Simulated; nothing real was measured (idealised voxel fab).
The process module presented herein is designated voxel air gaps.
Cross-section cut spans 235 nm and uses square cells 5 nm in size.
When this document writes out a cross-section, it uses a grid of square cells and lists it as bands, beginning at the top and moving down, with a band standing for one or more rows of cells. Band: top and bottom heights (nm) first, top before bottom; then materials from left to right, widths in nm. "all across" marks a sole material filling the band edge to edge. "blank" denotes empty space. Heights from 0 (as-received wafer is one material below). Bottom band endless downward, as "0 -> down". Graded width ("30..40"): value in top row of band = first number; value in bottom row = second number; row-to-row change constant. "no modification" -> step changed no cross-section cell. Enclosed internal cavities: empty space of 8 cells or more with no open way to the top, each as width x height at its distance from the left edge, in nm. On a step's line, text after the settings is the simulator commenting on that step. Steps that use a mask can have "overlay nm" on their line. It says how far the mask sat to the right of where it was meant to be. Negative means to the left.

**Process steps - plan**
- 1: RECEIVE, material Si
- 2: CONFORMAL_DEP, material SiO2, thk nm 15
- 3: CONFORMAL_DEP, material SiCN, thk nm 5
- 4: DIRECTIONAL_DEP, material lowk, thk nm 30
- 5: PATTERN, tone open, mask id LINES, material resist, width nm 20, pitch nm 50, thk nm 15, overlay nm 0
- 6: DIRECTIONAL_ETCH, etch materials lowk, depth nm 30
- 7: STRIP, etch materials resist
- 8: CONFORMAL_DEP, material TiN, thk nm 5
- 9: FILL_DEP, material W, thk nm 5
- 10: CMP, height nm 50
- 11: EPI, material Ru, thk nm 10
- 12: SELECTIVE_ETCH, etch materials lowk, depth nm 40
- 13: CONFORMAL_DEP, material SiCN, thk nm 5

**as received, after step 1**
0 -> down | Si all across
Enclosed internal cavities: none

**Same starting wafer, same plan as above, one mistake in the execution; this is the cross-section at the end of the module**
75 -> 70 | blank 30 nm; SiCN 170 nm; blank 35 nm
70 -> 50 | blank 30 nm; SiCN 5 nm; Ru 160 nm; SiCN 5 nm; blank 35 nm
50 -> 45 | blank 30 nm; SiCN 25 nm; TiN 5 nm; W 10 nm; TiN 5 nm; lowk 30 nm; TiN 5 nm; W 10 nm; TiN 5 nm; lowk 30 nm; TiN 5 nm; W 10 nm; TiN 5 nm; SiCN 25 nm; blank 35 nm
45 -> 25 | blank 50 nm; SiCN 5 nm; TiN 5 nm; W 10 nm; TiN 5 nm; lowk 30 nm; TiN 5 nm; W 10 nm; TiN 5 nm; lowk 30 nm; TiN 5 nm; W 10 nm; TiN 5 nm; SiCN 5 nm; blank 55 nm
25 -> 20 | SiCN 55 nm; TiN 20 nm; lowk 30 nm; TiN 20 nm; lowk 30 nm; TiN 20 nm; SiCN 60 nm
20 -> 15 | SiCN all across
15 -> 0 | SiO2 all across
0 -> down | Si all across
Enclosed internal cavities: none
What was done differently from what was planned? plan step 11 was twice executed
